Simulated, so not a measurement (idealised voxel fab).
A process module follows: voxel tone inversion.
Pictured: cross-section cut, 255 nm wide, on a grid of 5 nm square cells.
Format of a cross-section: grid, square cells. Given as bands. Order: top down. Band: one or more rows of cells.
Basically the band line says how high the top is and how high the bottom is, in nm, and then what's in it from left to right, every material with its width in nm. Empty space shows up as "air", and if a single material carries "all across" it runs the full band edge to edge.
Zero point of the height axis is 0; under it, received wafer = one material. Lowest band: continues down indefinitely, "0 nm and below".
Think of "30 to 40" as a width that walks from the first number to the second as you go down the band, top row to bottom row, taking equal-sized steps from row to row.
Step marked "nothing changed"? Then no cell in the cross-section changed in it.
Enclosed voids (no open way to top), threshold 8 cells or more, entry "Unvented voids", notation width x height at distance, distance from left edge, nm.
If you see something after the settings on a step's line, that's the simulator's own remark about that step.
The setting "overlay nm" may be written on the line of a step. When the step uses a mask, the value reports how far to the right of the planned place the mask lay, and a negative value reports that it lay to the left.
[List of planned process steps]
| 1 | op RECEIVE | material Si |
| 2 | op CONFORMAL_DEP | material SiN | thk nm 5 |
| 3 | op DIRECTIONAL_DEP | material aC | thk nm 25 |
| 4 | op PATTERN | tone cover | mask id POSTS | material resist | width nm 15 | pitch nm 35 | thk nm 35 | overlay nm 0 |
| 5 | op DIRECTIONAL_ETCH | etch materials aC | depth nm 25 |
| 6 | op STRIP | etch materials resist |
| 7 | op FILL_DEP | material lowk | thk nm 10 |
| 8 | op CMP | height nm 30 |
| 9 | op STRIP | etch materials aC |
| 10 | op CONFORMAL_DEP | material TiN | thk nm 5 |
| 11 | op FILL_DEP | material Cu | thk nm 10 |
| 12 | op CMP | height nm 30 |
| 13 | op CONFORMAL_DEP | material SiN | thk nm 5 |
[On the first of the two wafers: run conducted according to plan]
[As-received wafer cross-section (after step 1)]
	0 nm and below = Si all across
	Unvented voids: none
[How the wafer stands in section after step 2]
	5 nm to 0 nm = SiN all across
	Below a height of 0, the structure has not been altered.
[How the wafer stands in section after step 3]
	30 nm to 5 nm = aC all across
	Below a height of 5, the structure has not been altered.
[How the wafer stands in section after step 4]
	65 nm to 30 nm = air (100); resist (15); air (20); resist (15); air (105)
	Below a height of 30, the structure has not been altered.
[How the wafer stands in section after step 5]
	40 nm to 30 nm = air (100); resist (15); air (20); resist (15); air (105)
	30 nm to 5 nm = air (100); aC (15); air (20); aC (15); air (105)
	Below a height of 5, the structure has not been altered.
[How the wafer stands in section after step 6]
	30 nm to 5 nm = air (100); aC (15); air (20); aC (15); air (105)
	Below a height of 5, the structure has not been altered.
[How the wafer stands in section after step 7]
	40 nm to 30 nm = lowk all across
	30 nm to 5 nm = lowk (100); aC (15); lowk (20); aC (15); lowk (105)
	Below a height of 5, the structure has not been altered.
[How the wafer stands in section after step 8]
	30 nm to 5 nm = lowk (100); aC (15); lowk (20); aC (15); lowk (105)
	Below a height of 5, the structure has not been altered.
[How the wafer stands in section after step 9]
	30 nm to 5 nm = lowk (100); air (15); lowk (20); air (15); lowk (105)
	Below a height of 5, the structure has not been altered.
[How the wafer stands in section after step 10]
	35 nm to 30 nm = TiN (105); air (5); TiN (30); air (5); TiN (110)
	30 nm to 10 nm = lowk (100); TiN (5); air (5); TiN (5); lowk (20); TiN (5); air (5); TiN (5); lowk (105)
	10 nm to 5 nm = lowk (100); TiN (15); lowk (20); TiN (15); lowk (105)
	Below a height of 5, the structure has not been altered.
[How the wafer stands in section after step 11]
	45 nm to 35 nm = Cu all across
	35 nm to 30 nm = TiN (105); Cu (5); TiN (30); Cu (5); TiN (110)
	30 nm to 10 nm = lowk (100); TiN (5); Cu (5); TiN (5); lowk (20); TiN (5); Cu (5); TiN (5); lowk (105)
	Below a height of 10, the structure has not been altered.
[How the wafer stands in section after step 12]
	30 nm to 10 nm = lowk (100); TiN (5); Cu (5); TiN (5); lowk (20); TiN (5); Cu (5); TiN (5); lowk (105)
	Below a height of 10, the structure has not been altered.
[How the wafer stands in section after step 13]
	35 nm to 30 nm = SiN all across
	Below a height of 30, the structure has not been altered.
[Okay, second wafer. Nothing different at the start, nothing different in the plan, just one mistake somewhere in the running. As far as step 1, counting that step, it's the first wafer all over again]
[Cross-section: second wafer, time at which step 2 was scheduled to end]
	25 nm to 0 nm = aC all across
	Below a height of 0, the structure has not been altered.
[Cross-section: second wafer, time at which step 3 was scheduled to end]
	30 nm to 25 nm = SiN all across
	Below a height of 25, the structure has not been altered.
[Cross-section: second wafer, time at which step 4 was scheduled to end]
	65 nm to 30 nm = air (100); resist (15); air (20); resist (15); air (105)
	Below a height of 30, the structure has not been altered.
[Cross-section: second wafer, time at which step 5 was scheduled to end]
	40 nm to 30 nm = air (100); resist (15); air (20); resist (15); air (105)
	Below a height of 30, the structure has not been altered.
[Cross-section: second wafer, time at which step 6 was scheduled to end]
	30 nm to 25 nm = SiN all across
	Below a height of 25, the structure has not been altered.
[Cross-section: second wafer, time at which step 7 was scheduled to end]
	40 nm to 30 nm = lowk all across
	Below a height of 30, the structure has not been altered.
[Cross-section: second wafer, time at which step 8 was scheduled to end]
	30 nm to 25 nm = SiN all across
	Below a height of 25, the structure has not been altered.
Cross-section: second wafer, time at which step 9 was scheduled to end: nothing changed
[Cross-section: second wafer, time at which step 10 was scheduled to end]
	35 nm to 30 nm = TiN all across
	Below a height of 30, the structure has not been altered.
[Cross-section: second wafer, time at which step 11 was scheduled to end]
	45 nm to 35 nm = Cu all across
	Below a height of 35, the structure has not been altered.
[Cross-section: second wafer, time at which step 12 was scheduled to end]
	30 nm to 25 nm = SiN all across
	Below a height of 25, the structure has not been altered.
[Cross-section: second wafer, time at which step 13 was scheduled to end]
	35 nm to 25 nm = SiN all across
	Below a height of 25, the structure has not been altered.
What was done differently from what was planned? step 2 ran in the slot meant for step 3, and vice versa
Bottom line after processing is that, in cells, the second wafer is up or down on some materials versus the first: Cu -8, TiN -22, aC +255, lowk -225
